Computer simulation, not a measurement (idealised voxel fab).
The process module presented herein is designated voxel capacitor over wiring.
Xsec cut, 270 nm wide, square cell size 5 nm.
Cross-section = grid of square cells, listed top down in bands; band = one or more rows.
It is stipulated that each band's entry specify, in nanometres, the height of the top of the band and then that of its bottom, followed by the materials of the band in left-to-right sequence, each together with its width in nanometres. A single material marked by the word "everywhere" is understood to fill the band from edge to edge; the word "air" is understood to denote empty space.
Heights are measured from 0, the level below which the as-received wafer is all one material; the lowest band has no bottom and continues downward, written as in "0 and below".
It should be noted that a width expressed as "30 to 40" varies in equal increments from row to row of cells within the band, taking the value of the first number at the top row and that of the second number at the bottom row.
"changes: none", as given for a step, is the statement that not any cell of the cross-section underwent a change during that step.
You'll see "Voids lacking openings" listing empty spaces that have no way open to the top, as long as they're 8 cells or more; the notation is width x height at distance, where the distance is from the left edge, and all of it is in nm.
Anything after a step's settings on that line? It's the simulator's own note about the step.
What "overlay nm" on a step's line means: if the step has a mask, that mask lay this far to the right of its planned place, or, when the value is negative, to the left.

# The process steps that were planned are listed below
1,RECEIVE, material Si
2,CONFORMAL_DEP, material SiO2, thk nm 10
3,CONFORMAL_DEP, material SiN, thk nm 5
4,DIRECTIONAL_DEP, material SiO2, thk nm 15
5,PATTERN, tone open, mask id METAL_1, material resist, width nm 20, pitch nm 80, thk nm 15, overlay nm 0
6,DIRECTIONAL_ETCH, etch materials SiO2, depth nm 15
7,DIRECTIONAL_ETCH, etch materials SiN, depth nm 5
8,STRIP, etch materials resist
9,CONFORMAL_DEP, material TiN, thk nm 5
10,FILL_DEP, material Cu, thk nm 5
11,CMP, height nm 30
12,CONFORMAL_DEP, material SiCN, thk nm 5
13,DIRECTIONAL_DEP, material SiO2, thk nm 10
14,DIRECTIONAL_DEP, material aC, thk nm 10
15,PATTERN, tone open, mask id PLUG_1, material resist, width nm 15, thk nm 30, overlay nm 0
16,DIRECTIONAL_ETCH, etch materials aC, depth nm 10
17,STRIP, etch materials resist
18,DIRECTIONAL_ETCH, etch materials SiO2, depth nm 10
19,DIRECTIONAL_ETCH, etch materials SiCN, depth nm 5
20,STRIP, etch materials aC
21,EPI, material Ru, thk nm 10
22,EPI, material Ru, thk nm 5
23,DIRECTIONAL_DEP, material TiN, thk nm 5
24,DIRECTIONAL_DEP, material SiN, thk nm 5
25,DIRECTIONAL_DEP, material TiN, thk nm 10
26,MASKED_ETCH, tone cover, mask id UPPER_PLATE, width nm 65, etch materials TiN, depth nm 10, overlay nm 0
27,MASKED_ETCH, tone cover, mask id UPPER_PLATE, width nm 65, etch materials SiN, depth nm 5, overlay nm 0
28,MASKED_ETCH, tone cover, mask id LOWER_PLATE, width nm 75, etch materials TiN, depth nm 5, overlay nm 0
29,FILL_DEP, material SiO2, thk nm 20
30,CMP, height nm 80
31,PATTERN, tone open, mask id PLUG_2, material resist, width nm 15, thk nm 20, overlay nm -15
32,DIRECTIONAL_ETCH, etch materials SiO2, depth nm 15
33,STRIP, etch materials resist
34,CONFORMAL_DEP, material TiN, thk nm 5
35,FILL_DEP, material W, thk nm 10
36,CMP, height nm 80
37,CONFORMAL_DEP, material SiCN, thk nm 5
Every wafer here starts from the same state; it is the step 31 overlay nm that distinguishes them, and the value the plan gives belongs to the first wafer.

# After step 1, as received: first of several wafers, cross-section
  0 and below  Si everywhere
  Voids lacking openings: none

# Per wafer, end of module: cells gained (+) or lost (-) per material since receipt, then closed voids
overlay nm -15 | +12 Cu | +9 Ru | +105 SiCN | +59 SiN | +663 SiO2 | +68 TiN | +2 W | Voids lacking openings: none
overlay nm -10 | +12 Cu | +9 Ru | +105 SiCN | +59 SiN | +663 SiO2 | +68 TiN | +2 W | Voids lacking openings: none
overlay nm -5 | +12 Cu | +9 Ru | +105 SiCN | +59 SiN | +663 SiO2 | +68 TiN | +2 W | Voids lacking openings: none
overlay nm 0 | +12 Cu | +9 Ru | +105 SiCN | +59 SiN | +663 SiO2 | +68 TiN | +2 W | Voids lacking openings: none
overlay nm 5 | +12 Cu | +9 Ru | +105 SiCN | +59 SiN | +663 SiO2 | +68 TiN | +2 W | Voids lacking openings: none
overlay nm 10 | +12 Cu | +9 Ru | +105 SiCN | +59 SiN | +663 SiO2 | +68 TiN | +2 W | Voids lacking openings: none
overlay nm 15 | +12 Cu | +9 Ru | +105 SiCN | +59 SiN | +663 SiO2 | +68 TiN | +2 W | Voids lacking openings: none
